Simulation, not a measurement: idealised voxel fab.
This section sets out a process module, namely voxel ribs on slabs.
175 nm wide, 5 nm square cells: that's cross-section cut.
If you're reading a cross-section in this doc, picture square cells in a grid; it comes to you as bands, top ones listed first down to the bottom, and a band can be one or more rows of cells. The band entry comprises the height of the band's top followed by the height of its bottom, expressed in nm, and subsequently the band's materials from left to right, each stated together with its width in nm. Where a single material is marked with the word "throughout", that material fills the band from edge to edge. The word "empty" represents empty space. Height datum 0, below which the as-received substrate wafer is one material. Lowest band open at the bottom, running downward: "0 down". Width: "30->40" (first number = top row, second number = bottom row, same change from row to row of cells). "remains unaltered", as given for a step, is the statement that not any cell of the cross-section underwent a change during that step. Voids not open to the top, 8 cells minimum: see "Enclosed void listing". Written width x height at distance; distance is from the left edge; nm. Heads up: the bit after the settings on a step's line is the simulator's remark on that step. overlay nm: how far to the right of its planned place the mask lay on this masked step (negative: to the left).

### Intended process steps
1. RECEIVE, material Si
2. DIRECTIONAL_DEP, material SiO2, thk nm 30
3. DIRECTIONAL_DEP, material polySi, thk nm 25
4. MASKED_ETCH, tone cover, mask id RIB, width nm 25, etch materials polySi, depth nm 15, overlay nm 0
5. MASKED_ETCH, tone cover, mask id SLAB, width nm 65, etch materials polySi, depth nm 10, overlay nm 0
6. FILL_DEP, material SiO2, thk nm 25
7. CMP, height nm 70
8. DIRECTIONAL_DEP, material W, thk nm 5
9. MASKED_ETCH, tone cover, mask id HEATER, width nm 35, etch materials W, depth nm 5, overlay nm 0
10. CONFORMAL_DEP, material SiN, thk nm 5

### Incoming wafer, cross-sectional view, post step 1
- 0 down: Si throughout
- Enclosed void listing: none

### Wafer cross-section at end of module: start and plan as shown above, one execution error
- 80 to 75: 60 of empty, 45 of SiN, 70 of empty
- 75 to 70: 65 of SiN, 35 of W, 75 of SiN
- 70 to 55: SiO2 throughout
- 55 to 40: 75 of SiO2, 25 of polySi, 75 of SiO2
- 40 to 30: 55 of SiO2, 65 of polySi, 55 of SiO2
- 30 to 0: SiO2 throughout
- 0 down: Si throughout
- Enclosed void listing: none
Here's what went sideways: for step 9, the planned setting was not used; the step was instead run as MASKED_ETCH, tone cover, mask id HEATER, width nm 35, etch materials W, depth nm 5, overlay nm -5
